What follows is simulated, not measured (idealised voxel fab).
process module | voxel ribs on slabs
cross-section cut | 140 nm wide | cells 5 nm
A cross-section is a grid of square cells, given in bands from the top down. A band is one or more rows of cells.
Each band's line starts with the height of the band's top and of its bottom, in nm. Then come its materials from left to right, each with its width in nm. One material with "throughout" fills the band from edge to edge. "air" is empty space.
Height 0 is the level under which the wafer as received is all one material. The lowest band goes on downwards, as in "0 down".
A width such as "30 to 40" changes by the same amount from each row of cells to the next, from the band's top row to its bottom row.
"no change" after a step means that no cell of the cross-section changed.
closed voids: empty space of 8 cells or more with no open way to the top, each as width x height at its distance from the left edge, in nm
after a step's settings: what the simulator itself notes on the step
overlay nm, on a step with a mask: how far to the right of its planned place the mask lay; to the left if negative
Each pair below shows a cross-section before one step and the cross-section after it, down to the lowest band that changed. The line under each pair gives the step between them, with its settings. The pairs can come from different runs of this module on the same starting wafer, so a pair continues from the pair above only where its "before" says so.
before
  0 down: Si throughout
  closed voids: none
after
  20 to 0: SiO2 throughout
  below 0: unchanged
  closed voids: none
the step between: op DIRECTIONAL_DEP | material SiO2 | thk nm 20
before: the cross-section after the pair above
after
  40 to 20: SiN throughout
  below 20: unchanged
  closed voids: none
the step between: op DIRECTIONAL_DEP | material SiN | thk nm 20
before: the cross-section after the pair above
after
  55 to 40: air 55 | resist 25 | air 60
  below 40: unchanged
  closed voids: none
the step between: op PATTERN | tone cover | mask id RIB | material resist | width nm 25 | thk nm 15 | overlay nm 0
before: the cross-section after the pair above
after
  55 to 40: air 55 | resist 25 | air 60
  40 to 25: air 55 | SiN 25 | air 60
  below 25: unchanged
  closed voids: none
the step between: op DIRECTIONAL_ETCH | etch materials SiN | depth nm 15
before: the cross-section after the pair above
after
  40 to 25: air 55 | SiN 25 | air 60
  below 25: unchanged
  closed voids: none
the step between: op STRIP | etch materials resist
before: the cross-section after the pair above
after
  40 to 25: air 55 | SiN 25 | air 60
  25 to 20: air 40 | SiN 55 | air 45
  below 20: unchanged
  closed voids: none
the step between: op MASKED_ETCH | tone cover | mask id SLAB | width nm 55 | etch materials SiN | depth nm 5 | overlay nm 0
before: the cross-section after the pair above
after
  55 to 40: SiO2 throughout
  40 to 25: SiO2 55 | SiN 25 | SiO2 60
  25 to 20: SiO2 40 | SiN 55 | SiO2 45
  below 20: unchanged
  closed voids: none
the step between: op FILL_DEP | material SiO2 | thk nm 15
before: the cross-section after the pair above
after
  50 to 40: SiO2 throughout
  below 40: unchanged
  closed voids: none
the step between: op CMP | height nm 50
before: the cross-section after the pair above
after
  55 to 50: TiN throughout
  below 50: unchanged
  closed voids: none
the step between: op DIRECTIONAL_DEP | material TiN | thk nm 5
before: the cross-section after the pair above
after
  70 to 55: aC throughout
  below 55: unchanged
  closed voids: none
the step between: op DIRECTIONAL_DEP | material aC | thk nm 15
before: the cross-section after the pair above
after
  105 to 70: air 50 | resist 35 | air 55
  below 70: unchanged
  closed voids: none
the step between: op PATTERN | tone cover | mask id HEATER | material resist | width nm 35 | thk nm 35 | overlay nm 0
before: the cross-section after the pair above
after
  90 to 70: air 50 | resist 35 | air 55
  70 to 55: air 50 | aC 35 | air 55
  below 55: unchanged
  closed voids: none
the step between: op DIRECTIONAL_ETCH | etch materials aC | depth nm 15
before: the cross-section after the pair above
after
  70 to 55: air 50 | aC 35 | air 55
  below 55: unchanged
  closed voids: none
the step between: op STRIP | etch materials resist
before: the cross-section after the pair above
after
  70 to 55: air 50 | aC 35 | air 55
  55 to 50: air 50 | TiN 35 | air 55
  below 50: unchanged
  closed voids: none
the step between: op DIRECTIONAL_ETCH | etch materials TiN | depth nm 5
before: the cross-section after the pair above
after
  55 to 50: air 50 | TiN 35 | air 55
  below 50: unchanged
  closed voids: none
the step between: op STRIP | etch materials aC
before: the cross-section after the pair above
after
  65 to 60: air 40 | SiN 55 | air 45
  60 to 55: SiN throughout
  55 to 50: SiN 50 | TiN 35 | SiN 55
  below 50: unchanged
  closed voids: none
the step between: op CONFORMAL_DEP | material SiN | thk nm 10
before
  20 to 0: SiO2 throughout
  0 down: Si throughout
  closed voids: none
after
  40 to 0: SiO2 throughout
  below 0: unchanged
  closed voids: none
the step between: op DIRECTIONAL_DEP | material SiO2 | thk nm 20
before: the cross-section after the pair above
after
  60 to 40: SiN throughout
  below 40: unchanged
  closed voids: none
the step between: op DIRECTIONAL_DEP | material SiN | thk nm 20
before: the cross-section after the pair above
after
  75 to 60: air 55 | resist 25 | air 60
  below 60: unchanged
  closed voids: none
the step between: op PATTERN | tone cover | mask id RIB | material resist | width nm 25 | thk nm 15 | overlay nm 0
before: the cross-section after the pair above
after
  75 to 60: air 55 | resist 25 | air 60
  60 to 45: air 55 | SiN 25 | air 60
  below 45: unchanged
  closed voids: none
the step between: op DIRECTIONAL_ETCH | etch materials SiN | depth nm 15
before: the cross-section after the pair above
after
  60 to 45: air 55 | SiN 25 | air 60
  below 45: unchanged
  closed voids: none
the step between: op STRIP | etch materials resist
before: the cross-section after the pair above
after
  60 to 45: air 55 | SiN 25 | air 60
  45 to 40: air 40 | SiN 55 | air 45
  below 40: unchanged
  closed voids: none
the step between: op MASKED_ETCH | tone cover | mask id SLAB | width nm 55 | etch materials SiN | depth nm 5 | overlay nm 0
before: the cross-section after the pair above
after
  75 to 60: SiO2 throughout
  60 to 45: SiO2 55 | SiN 25 | SiO2 60
  45 to 40: SiO2 40 | SiN 55 | SiO2 45
  below 40: unchanged
  closed voids: none
the step between: op FILL_DEP | material SiO2 | thk nm 15
before: the cross-section after the pair above
after
  50 to 40: SiO2 55 to 40 | SiN 25 to 55 | SiO2 60 to 45
  below 40: unchanged
  closed voids: none
the step between: op CMP | height nm 50
before: the cross-section after the pair above
after
  55 to 50: TiN throughout
  below 50: unchanged
  closed voids: none
the step between: op DIRECTIONAL_DEP | material TiN | thk nm 5
before: the cross-section after the pair above
after
  70 to 55: aC throughout
  below 55: unchanged
  closed voids: none
the step between: op DIRECTIONAL_DEP | material aC | thk nm 15
before: the cross-section after the pair above
after
  105 to 70: air 50 | resist 35 | air 55
  below 70: unchanged
  closed voids: none
the step between: op PATTERN | tone cover | mask id HEATER | material resist | width nm 35 | thk nm 35 | overlay nm 0
before: the cross-section after the pair above
after
  90 to 70: air 50 | resist 35 | air 55
  70 to 55: air 50 | aC 35 | air 55
  below 55: unchanged
  closed voids: none
the step between: op DIRECTIONAL_ETCH | etch materials aC | depth nm 15
before: the cross-section after the pair above
after
  70 to 55: air 50 | aC 35 | air 55
  below 55: unchanged
  closed voids: none
the step between: op STRIP | etch materials resist
before: the cross-section after the pair above
after
  70 to 55: air 50 | aC 35 | air 55
  55 to 50: air 50 | TiN 35 | air 55
  below 50: unchanged
  closed voids: none
the step between: op DIRECTIONAL_ETCH | etch materials TiN | depth nm 5
before: the cross-section after the pair above
after
  55 to 50: air 50 | TiN 35 | air 55
  below 50: unchanged
  closed voids: none
the step between: op STRIP | etch materials aC
before: the cross-section after the pair above
after
  65 to 60: air 40 | SiN 55 | air 45
  60 to 55: SiN throughout
  55 to 50: SiN 50 | TiN 35 | SiN 55
  below 50: unchanged
  closed voids: none
the step between: op CONFORMAL_DEP | material SiN | thk nm 10
before
  0 down: Si throughout
  closed voids: none
after
  20 to 0: SiN throughout
  below 0: unchanged
  closed voids: none
the step between: op DIRECTIONAL_DEP | material SiN | thk nm 20
before: the cross-section after the pair above
after
  40 to 20: SiO2 throughout
  below 20: unchanged
  closed voids: none
the step between: op DIRECTIONAL_DEP | material SiO2 | thk nm 20
before: the cross-section after the pair above
after
  55 to 40: air 55 | resist 25 | air 60
  below 40: unchanged
  closed voids: none
the step between: op PATTERN | tone cover | mask id RIB | material resist | width nm 25 | thk nm 15 | overlay nm 0
before: the cross-section after the pair above
after
  40 to 20: SiO2 throughout
  below 20: unchanged
  closed voids: none
the step between: op STRIP | etch materials resist
before: the cross-section after the pair above
after
  55 to 20: SiO2 throughout
  below 20: unchanged
  closed voids: none
the step between: op FILL_DEP | material SiO2 | thk nm 15
before: the cross-section after the pair above
after
  50 to 20: SiO2 throughout
  below 20: unchanged
  closed voids: none
the step between: op CMP | height nm 50
before: the cross-section after the pair above
after
  55 to 50: TiN throughout
  below 50: unchanged
  closed voids: none
the step between: op DIRECTIONAL_DEP | material TiN | thk nm 5
before: the cross-section after the pair above
after
  70 to 55: aC throughout
  below 55: unchanged
  closed voids: none
the step between: op DIRECTIONAL_DEP | material aC | thk nm 15
before: the cross-section after the pair above
after
  105 to 70: air 50 | resist 35 | air 55
  below 70: unchanged
  closed voids: none
the step between: op PATTERN | tone cover | mask id HEATER | material resist | width nm 35 | thk nm 35 | overlay nm 0
before: the cross-section after the pair above
after
  90 to 70: air 50 | resist 35 | air 55
  70 to 55: air 50 | aC 35 | air 55
  below 55: unchanged
  closed voids: none
the step between: op DIRECTIONAL_ETCH | etch materials aC | depth nm 15
before: the cross-section after the pair above
after
  70 to 55: air 50 | aC 35 | air 55
  below 55: unchanged
  closed voids: none
the step between: op STRIP | etch materials resist
before: the cross-section after the pair above
after
  70 to 55: air 50 | aC 35 | air 55
  55 to 50: air 50 | TiN 35 | air 55
  below 50: unchanged
  closed voids: none
the step between: op DIRECTIONAL_ETCH | etch materials TiN | depth nm 5
before: the cross-section after the pair above
after
  55 to 50: air 50 | TiN 35 | air 55
  below 50: unchanged
  closed voids: none
the step between: op STRIP | etch materials aC
before: the cross-section after the pair above
after
  65 to 60: air 40 | SiN 55 | air 45
  60 to 55: SiN throughout
  55 to 50: SiN 50 | TiN 35 | SiN 55
  below 50: unchanged
  closed voids: none
the step between: op CONFORMAL_DEP | material SiN | thk nm 10
before
  0 down: Si throughout
  closed voids: none
after
  30 to 0: SiO2 throughout
  below 0: unchanged
  closed voids: none
the step between: op DIRECTIONAL_DEP | material SiO2 | thk nm 30
before: the cross-section after the pair above
after
  50 to 30: SiN throughout
  below 30: unchanged
  closed voids: none
the step between: op DIRECTIONAL_DEP | material SiN | thk nm 20
before: the cross-section after the pair above
after
  65 to 50: air 55 | resist 25 | air 60
  below 50: unchanged
  closed voids: none
the step between: op PATTERN | tone cover | mask id RIB | material resist | width nm 25 | thk nm 15 | overlay nm 0
before: the cross-section after the pair above
after
  65 to 50: air 55 | resist 25 | air 60
  50 to 35: air 55 | SiN 25 | air 60
  below 35: unchanged
  closed voids: none
the step between: op DIRECTIONAL_ETCH | etch materials SiN | depth nm 15
before: the cross-section after the pair above
after
  50 to 35: air 55 | SiN 25 | air 60
  below 35: unchanged
  closed voids: none
the step between: op STRIP | etch materials resist
before: the cross-section after the pair above
after
  50 to 35: air 55 | SiN 25 | air 60
  35 to 30: air 40 | SiN 55 | air 45
  below 30: unchanged
  closed voids: none
the step between: op MASKED_ETCH | tone cover | mask id SLAB | width nm 55 | etch materials SiN | depth nm 5 | overlay nm 0
before: the cross-section after the pair above
after
  65 to 50: SiO2 throughout
  50 to 35: SiO2 55 | SiN 25 | SiO2 60
  35 to 30: SiO2 40 | SiN 55 | SiO2 45
  below 30: unchanged
  closed voids: none
the step between: op FILL_DEP | material SiO2 | thk nm 15
before: the cross-section after the pair above
after
  50 to 35: SiO2 55 | SiN 25 | SiO2 60
  below 35: unchanged
  closed voids: none
the step between: op CMP | height nm 50
before: the cross-section after the pair above
after
  55 to 50: TiN throughout
  below 50: unchanged
  closed voids: none
the step between: op DIRECTIONAL_DEP | material TiN | thk nm 5
before: the cross-section after the pair above
after
  70 to 55: aC throughout
  below 55: unchanged
  closed voids: none
the step between: op DIRECTIONAL_DEP | material aC | thk nm 15
before: the cross-section after the pair above
after
  105 to 70: air 50 | resist 35 | air 55
  below 70: unchanged
  closed voids: none
the step between: op PATTERN | tone cover | mask id HEATER | material resist | width nm 35 | thk nm 35 | overlay nm 0
before: the cross-section after the pair above
after
  90 to 70: air 50 | resist 35 | air 55
  70 to 55: air 50 | aC 35 | air 55
  below 55: unchanged
  closed voids: none
the step between: op DIRECTIONAL_ETCH | etch materials aC | depth nm 15
before: the cross-section after the pair above
after
  70 to 55: air 50 | aC 35 | air 55
  below 55: unchanged
  closed voids: none
the step between: op STRIP | etch materials resist
before: the cross-section after the pair above
after
  70 to 55: air 50 | aC 35 | air 55
  55 to 50: air 50 | TiN 35 | air 55
  below 50: unchanged
  closed voids: none
the step between: op DIRECTIONAL_ETCH | etch materials TiN | depth nm 5
before: the cross-section after the pair above
after
  55 to 50: air 50 | TiN 35 | air 55
  below 50: unchanged
  closed voids: none
the step between: op STRIP | etch materials aC
before: the cross-section after the pair above
after
  65 to 60: air 40 | SiN 55 | air 45
  60 to 55: SiN throughout
  55 to 50: SiN 50 | TiN 35 | SiN 55
  below 50: unchanged
  closed voids: none
the step between: op CONFORMAL_DEP | material SiN | thk nm 10
before
  40 to 20: SiN throughout
  20 to 0: SiO2 throughout
  0 down: Si throughout
  closed voids: none
after
  55 to 40: air 55 | resist 30 | air 55
  below 40: unchanged
  closed voids: none
the step between: op PATTERN | tone cover | mask id RIB | material resist | width nm 30 | thk nm 15 | overlay nm 0
before: the cross-section after the pair above
after
  55 to 40: air 55 | resist 30 | air 55
  40 to 25: air 55 | SiN 30 | air 55
  below 25: unchanged
  closed voids: none
the step between: op DIRECTIONAL_ETCH | etch materials SiN | depth nm 15
before: the cross-section after the pair above
after
  40 to 25: air 55 | SiN 30 | air 55
  below 25: unchanged
  closed voids: none
the step between: op STRIP | etch materials resist
before: the cross-section after the pair above
after
  40 to 25: air 55 | SiN 30 | air 55
  25 to 20: air 40 | SiN 55 | air 45
  below 20: unchanged
  closed voids: none
the step between: op MASKED_ETCH | tone cover | mask id SLAB | width nm 55 | etch materials SiN | depth nm 5 | overlay nm 0
before: the cross-section after the pair above
after
  55 to 40: SiO2 throughout
  40 to 25: SiO2 55 | SiN 30 | SiO2 55
  25 to 20: SiO2 40 | SiN 55 | SiO2 45
  below 20: unchanged
  closed voids: none
the step between: op FILL_DEP | material SiO2 | thk nm 15
before: the cross-section after the pair above
after
  50 to 40: SiO2 throughout
  below 40: unchanged
  closed voids: none
the step between: op CMP | height nm 50
before: the cross-section after the pair above
after
  55 to 50: TiN throughout
  below 50: unchanged
  closed voids: none
the step between: op DIRECTIONAL_DEP | material TiN | thk nm 5
before: the cross-section after the pair above
after
  70 to 55: aC throughout
  below 55: unchanged
  closed voids: none
the step between: op DIRECTIONAL_DEP | material aC | thk nm 15
before: the cross-section after the pair above
after
  105 to 70: air 50 | resist 35 | air 55
  below 70: unchanged
  closed voids: none
the step between: op PATTERN | tone cover | mask id HEATER | material resist | width nm 35 | thk nm 35 | overlay nm 0
before: the cross-section after the pair above
after
  90 to 70: air 50 | resist 35 | air 55
  70 to 55: air 50 | aC 35 | air 55
  below 55: unchanged
  closed voids: none
the step between: op DIRECTIONAL_ETCH | etch materials aC | depth nm 15
before: the cross-section after the pair above
after
  70 to 55: air 50 | aC 35 | air 55
  below 55: unchanged
  closed voids: none
the step between: op STRIP | etch materials resist
before: the cross-section after the pair above
after
  70 to 55: air 50 | aC 35 | air 55
  55 to 50: air 50 | TiN 35 | air 55
  below 50: unchanged
  closed voids: none
the step between: op DIRECTIONAL_ETCH | etch materials TiN | depth nm 5
before: the cross-section after the pair above
after
  55 to 50: air 50 | TiN 35 | air 55
  below 50: unchanged
  closed voids: none
the step between: op STRIP | etch materials aC
before: the cross-section after the pair above
after
  65 to 60: air 40 | SiN 55 | air 45
  60 to 55: SiN throughout
  55 to 50: SiN 50 | TiN 35 | SiN 55
  below 50: unchanged
  closed voids: none
the step between: op CONFORMAL_DEP | material SiN | thk nm 10
before
  40 to 25: air 55 | SiN 25 | air 60
  25 to 20: SiN throughout
  20 to 0: SiO2 throughout
  0 down: Si throughout
  closed voids: none
after
  40 to 25: air 55 | SiN 25 | air 60
  25 to 20: air 45 | SiN 55 | air 40
  below 20: unchanged
  closed voids: none
the step between: op MASKED_ETCH | tone cover | mask id SLAB | width nm 55 | etch materials SiN | depth nm 5 | overlay nm 5
before: the cross-section after the pair above
after
  55 to 40: SiO2 throughout
  40 to 25: SiO2 55 | SiN 25 | SiO2 60
  25 to 20: SiO2 45 | SiN 55 | SiO2 40
  below 20: unchanged
  closed voids: none
the step between: op FILL_DEP | material SiO2 | thk nm 15
before: the cross-section after the pair above
after
  50 to 40: SiO2 throughout
  below 40: unchanged
  closed voids: none
the step between: op CMP | height nm 50
before: the cross-section after the pair above
after
  55 to 50: TiN throughout
  below 50: unchanged
  closed voids: none
the step between: op DIRECTIONAL_DEP | material TiN | thk nm 5
before: the cross-section after the pair above
after
  70 to 55: aC throughout
  below 55: unchanged
  closed voids: none
the step between: op DIRECTIONAL_DEP | material aC | thk nm 15
before: the cross-section after the pair above
after
  105 to 70: air 50 | resist 35 | air 55
  below 70: unchanged
  closed voids: none
the step between: op PATTERN | tone cover | mask id HEATER | material resist | width nm 35 | thk nm 35 | overlay nm 0
before: the cross-section after the pair above
after
  90 to 70: air 50 | resist 35 | air 55
  70 to 55: air 50 | aC 35 | air 55
  below 55: unchanged
  closed voids: none
the step between: op DIRECTIONAL_ETCH | etch materials aC | depth nm 15
before: the cross-section after the pair above
after
  70 to 55: air 50 | aC 35 | air 55
  below 55: unchanged
  closed voids: none
the step between: op STRIP | etch materials resist
before: the cross-section after the pair above
after
  70 to 55: air 50 | aC 35 | air 55
  55 to 50: air 50 | TiN 35 | air 55
  below 50: unchanged
  closed voids: none
the step between: op DIRECTIONAL_ETCH | etch materials TiN | depth nm 5
before: the cross-section after the pair above
after
  55 to 50: air 50 | TiN 35 | air 55
  below 50: unchanged
  closed voids: none
the step between: op STRIP | etch materials aC
before: the cross-section after the pair above
after
  65 to 60: air 40 | SiN 55 | air 45
  60 to 55: SiN throughout
  55 to 50: SiN 50 | TiN 35 | SiN 55
  below 50: unchanged
  closed voids: none
the step between: op CONFORMAL_DEP | material SiN | thk nm 10
before
  55 to 50: air 50 | TiN 35 | air 55
  50 to 40: SiO2 throughout
  40 to 25: SiO2 55 | SiN 25 | SiO2 60
  25 to 20: SiO2 40 | SiN 55 | SiO2 45
  20 to 0: SiO2 throughout
  0 down: Si throughout
  closed voids: none
after
  65 to 60: air 40 | TiN 55 | air 45
  60 to 50: TiN throughout
  below 50: unchanged
  closed voids: none
the step between: op CONFORMAL_DEP | material TiN | thk nm 10
before
  40 to 25: air 55 | SiN 25 | air 60
  25 to 20: SiN throughout
  20 to 0: SiO2 throughout
  0 down: Si throughout
  closed voids: none
after
  35 to 25: air 55 | SiN 25 | air 60
  25 to 20: SiN 40 | air 15 | SiN 25 | air 15 | SiN 45
  below 20: unchanged
  closed voids: none
the step between: op MASKED_ETCH | tone open | mask id SLAB | width nm 55 | etch materials SiN | depth nm 5 | overlay nm 0
before: the cross-section after the pair above
after
  50 to 35: SiO2 throughout
  35 to 25: SiO2 55 | SiN 25 | SiO2 60
  25 to 20: SiN 40 | SiO2 15 | SiN 25 | SiO2 15 | SiN 45
  below 20: unchanged
  closed voids: none
the step between: op FILL_DEP | material SiO2 | thk nm 15
before: the cross-section after the pair above
after
  55 to 50: TiN throughout
  below 50: unchanged
  closed voids: none
the step between: op DIRECTIONAL_DEP | material TiN | thk nm 5
before: the cross-section after the pair above
after
  70 to 55: aC throughout
  below 55: unchanged
  closed voids: none
the step between: op DIRECTIONAL_DEP | material aC | thk nm 15
before: the cross-section after the pair above
after
  105 to 70: air 50 | resist 35 | air 55
  below 70: unchanged
  closed voids: none
the step between: op PATTERN | tone cover | mask id HEATER | material resist | width nm 35 | thk nm 35 | overlay nm 0
before: the cross-section after the pair above
after
  90 to 70: air 50 | resist 35 | air 55
  70 to 55: air 50 | aC 35 | air 55
  below 55: unchanged
  closed voids: none
the step between: op DIRECTIONAL_ETCH | etch materials aC | depth nm 15
before: the cross-section after the pair above
after
  70 to 55: air 50 | aC 35 | air 55
  below 55: unchanged
  closed voids: none
the step between: op STRIP | etch materials resist
before: the cross-section after the pair above
after
  70 to 55: air 50 | aC 35 | air 55
  55 to 50: air 50 | TiN 35 | air 55
  below 50: unchanged
  closed voids: none
the step between: op DIRECTIONAL_ETCH | etch materials TiN | depth nm 5
before: the cross-section after the pair above
after
  55 to 50: air 50 | TiN 35 | air 55
  below 50: unchanged
  closed voids: none
the step between: op STRIP | etch materials aC
before: the cross-section after the pair above
after
  65 to 60: air 40 | SiN 55 | air 45
  60 to 55: SiN throughout
  55 to 50: SiN 50 | TiN 35 | SiN 55
  below 50: unchanged
  closed voids: none
the step between: op CONFORMAL_DEP | material SiN | thk nm 10
